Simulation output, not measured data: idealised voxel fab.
Presented below is a process module, voxel ribs on slabs.
Cross-sectional view cut (width: 185 nm; square cell size: 5 nm).
How to read a cross-section here: the picture is a grid of square cells, written as bands going from the top down, and any band can span one or more rows of cells. First you get the band's top height and its bottom height, in nm, and then the materials it's made of, left to right, with each width in nm. If you see a single material with "edge to edge", that one covers the band edge to edge. "empty" is empty space. Basically, 0 is our baseline, since under it the wafer straight out of the box is all one material. The bottom band has no lower end and keeps on going down, so it looks like "0..down". Top row gets the first number, bottom row gets the second, and each row in between changes by the same step: that is how a band width like "30 to 40" works. Take "nothing was modified" at face value: in the step it is given for, the cross-section changed in none of its cells. The entry titled "Sealed-off cavities" provides the empty spaces that have no open way to the top, restricted to those of 8 cells or more. Each is presented as width x height at distance, the distance being measured from the left edge, with all three in nm. It should be noted that, on the line of a given step, the content following the step's settings is a remark produced by the simulator itself with respect to that step. overlay nm, on a step with a mask: how far to the right of its planned place the mask lay; to the left if negative.
**Listed below are the process steps as planned**
1: RECEIVE with material Si
2: DIRECTIONAL_DEP with material SiO2, thk nm 25
3: DIRECTIONAL_DEP with material SiN, thk nm 20
4: MASKED_ETCH with tone cover, mask id RIB, width nm 25, etch materials SiN, depth nm 10, overlay nm 0
5: MASKED_ETCH with tone cover, mask id SLAB, width nm 75, etch materials SiN, depth nm 10, overlay nm 0
6: FILL_DEP with material SiO2, thk nm 25
7: CMP with height nm 60
8: DIRECTIONAL_DEP with material TiN, thk nm 10
9: MASKED_ETCH with tone cover, mask id HEATER, width nm 35, etch materials TiN, depth nm 10, overlay nm 0
10: CONFORMAL_DEP with material SiO2, thk nm 5
**Here's what the wafer looked like in cross-section when it arrived - that's after step 1**
	0..down: Si edge to edge
	Sealed-off cavities: none
**Starting wafer: above. Plan: above. Run: one mistake. Cross-section after the module: below**
	75..70: empty 70 nm / SiO2 45 nm / empty 70 nm
	70..65: empty 70 nm / SiO2 5 nm / TiN 35 nm / SiO2 5 nm / empty 70 nm
	65..60: SiO2 75 nm / TiN 35 nm / SiO2 75 nm
	60..55: SiO2 80 nm / SiN 25 nm / SiO2 80 nm
	55..45: SiO2 55 nm / SiN 75 nm / SiO2 55 nm
	45..25: SiN edge to edge
	25..0: SiO2 edge to edge
	0..down: Si edge to edge
	Sealed-off cavities: none
Deviation from plan: it should be noted that step 3 of the plan was executed twice
